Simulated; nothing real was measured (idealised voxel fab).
process module | voxel plated lines
cross-section cut | 290 nm wide | cells 5 nm
A cross-section is a grid of square cells, given in bands from the top down. A band is one or more rows of cells.
Each band's line starts with the height of the band's top and of its bottom, in nm. Then come its materials from left to right, each with its width in nm. One material with "throughout" fills the band from edge to edge. "air" is empty space.
Height 0 is the level under which the wafer as received is all one material. The lowest band goes on downwards, as in "0 down".
A width such as "30 to 40" changes by the same amount from each row of cells to the next, from the band's top row to its bottom row.
"no change" after a step means that no cell of the cross-section changed.
closed voids: empty space of 8 cells or more with no open way to the top, each as width x height at its distance from the left edge, in nm
after a step's settings: what the simulator itself notes on the step
overlay nm, on a step with a mask: how far to the right of its planned place the mask lay; to the left if negative
plan
1 op RECEIVE | material Si
2 op CONFORMAL_DEP | material Al2O3 | thk nm 10
3 op DIRECTIONAL_DEP | material TiN | thk nm 5
4 op PATTERN | tone open | mask id LINES | material resist | width nm 20 | pitch nm 35 | thk nm 35 | overlay nm -15
5 op EPI | material Ru | thk nm 5
6 op EPI | material Ru | thk nm 5
7 op EPI | material Ru | thk nm 10
8 op STRIP | etch materials resist
9 op DIRECTIONAL_ETCH | etch materials TiN | depth nm 5
10 op CONFORMAL_DEP | material SiCN | thk nm 5
varied across the wafers: overlay nm of step 4. The plan shows the first wafer's value. All wafers start alike
first wafer as received, after step 1
  0 down: Si throughout
  closed voids: none
each wafer at the end: cells of each material gained (+) or lost (-) since it was received, then its closed voids
overlay nm -15 | +116 Al2O3 | +64 Ru | +98 SiCN | +16 TiN | closed voids: none
overlay nm -10 | +116 Al2O3 | +64 Ru | +98 SiCN | +16 TiN | closed voids: none
overlay nm -5 | +116 Al2O3 | +64 Ru | +98 SiCN | +16 TiN | closed voids: none
overlay nm 0 | +116 Al2O3 | +64 Ru | +98 SiCN | +16 TiN | closed voids: none
overlay nm 5 | +116 Al2O3 | +64 Ru | +98 SiCN | +16 TiN | closed voids: none
overlay nm 10 | +116 Al2O3 | +64 Ru | +98 SiCN | +16 TiN | closed voids: none
overlay nm 15 | +116 Al2O3 | +64 Ru | +98 SiCN | +16 TiN | closed voids: none
